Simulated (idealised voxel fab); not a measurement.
Process module heading - voxel spacer lines
Cross-section cut spans 275 nm and uses square cells 5 nm in size.
Square cells in a grid make up a cross-section in this document, and the grid is given as bands, listed from the top down, each one or more rows of cells. What a band's entry tells you: where the top is and where the bottom is, as heights in nm, and after that what lies inside, material by material from left to right, each with its width in nm. Empty space is written as the word "blank", and a single material marked with the word "full width" occupies the band from edge to edge. Ref level 0: as-received wafer is one material below here. Bottom band extends down with no lower bound ("0 down"). The expression "30->40" gives the width at the extremes of the band, the first number at its top row of cells and the second at its bottom row, with the width changing by equal amounts from each row to the next in between. "everything unchanged" for a step: no cell of the cross-section changed in that step. For the entry "Listed closed voids", the listed items are empty spaces with no open way to the top whose size is 8 cells or more; each item follows the pattern width x height at distance, where distance is from the left edge and all three are in nm. Past the settings on a step's line: simulator remark, on that step. overlay nm: how far to the right of its planned place the mask lay on this masked step (negative: to the left).
**Set out below are the planned steps of the process**
step 1: RECEIVE, material Si
step 2: CONFORMAL_DEP, material Al2O3, thk nm 5
step 3: DIRECTIONAL_DEP, material polySi, thk nm 15
step 4: DIRECTIONAL_DEP, material aC, thk nm 20
step 5: PATTERN, tone cover, mask id MANDREL, material resist, width nm 15, pitch nm 50, thk nm 25, overlay nm 0
step 6: DIRECTIONAL_ETCH, etch materials aC, depth nm 20
step 7: STRIP, etch materials resist
step 8: CONFORMAL_DEP, material SiO2, thk nm 10
step 9: DIRECTIONAL_ETCH, etch materials SiO2, depth nm 10
step 10: STRIP, etch materials aC
step 11: DIRECTIONAL_ETCH, etch materials polySi, depth nm 15
step 12: STRIP, etch materials SiO2
**Cross-section of the incoming wafer, state after step 1**
  0 down: Si full width
  Listed closed voids: none
**One mistake in running the module, otherwise start and plan as above: cross-section at the end**
  20 to 5: blank: 85, polySi: 10, blank: 15, polySi: 10, blank: 15, polySi: 10, blank: 15, polySi: 10, blank: 105
  5 to 0: Al2O3 full width
  0 down: Si full width
  Listed closed voids: none
Deviation from plan: step 5, actual vs plan mismatch, actual run PATTERN, tone cover, mask id MANDREL, material resist, width nm 15, pitch nm 50, thk nm 25, overlay nm -10
